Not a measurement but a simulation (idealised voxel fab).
process module | voxel lift off
cross-section cut | 200 nm wide | cells 5 nm
A cross-section is a grid of square cells, given in bands from the top down. A band is one or more rows of cells.
Each band's line starts with the height of the band's top and of its bottom, in nm. Then come its materials from left to right, each with its width in nm. One material with "throughout" fills the band from edge to edge. "air" is empty space.
Height 0 is the level under which the wafer as received is all one material. The lowest band goes on downwards, as in "0 down".
A width such as "30 to 40" changes by the same amount from each row of cells to the next, from the band's top row to its bottom row.
"no change" after a step means that no cell of the cross-section changed.
closed voids: empty space of 8 cells or more with no open way to the top, each as width x height at its distance from the left edge, in nm
after a step's settings: what the simulator itself notes on the step
overlay nm, on a step with a mask: how far to the right of its planned place the mask lay; to the left if negative
plan
1 op RECEIVE | material Si
2 op CONFORMAL_DEP | material SiN | thk nm 10
3 op PATTERN | tone open | mask id LINES | material resist | width nm 15 | pitch nm 40 | thk nm 30 | overlay nm 0
4 op DIRECTIONAL_DEP | material Ru | thk nm 15
5 op STRIP | etch materials resist
6 op CONFORMAL_DEP | material SiO2 | thk nm 10
first wafer, as planned
as received, after step 1
  0 down: Si throughout
  closed voids: none
after step 2
  10 to 0: SiN throughout
  below 0: unchanged
after step 3
  40 to 10: resist 70 | air 15 | resist 25 | air 15 | resist 75
  below 10: unchanged
after step 4
  55 to 40: Ru 70 | air 15 | Ru 25 | air 15 | Ru 75
  40 to 25: resist 70 | air 15 | resist 25 | air 15 | resist 75
  25 to 10: resist 70 | Ru 15 | resist 25 | Ru 15 | resist 75
  below 10: unchanged
after step 5
  25 to 10: air 70 | Ru 15 | air 25 | Ru 15 | air 75
  below 10: unchanged
after step 6
  35 to 25: air 60 | SiO2 35 | air 5 | SiO2 35 | air 65
  25 to 20: air 60 | SiO2 10 | Ru 15 | SiO2 10 | air 5 | SiO2 10 | Ru 15 | SiO2 10 | air 65
  20 to 10: SiO2 70 | Ru 15 | SiO2 25 | Ru 15 | SiO2 75
  below 10: unchanged
second wafer: like start, like plan, one mistake. Through step 5 it matches the first wafer
when step 6 should have ended: no change
what went wrong: step 6 was left out
at the end the second wafer has, in cells: 104 fewer of SiO2
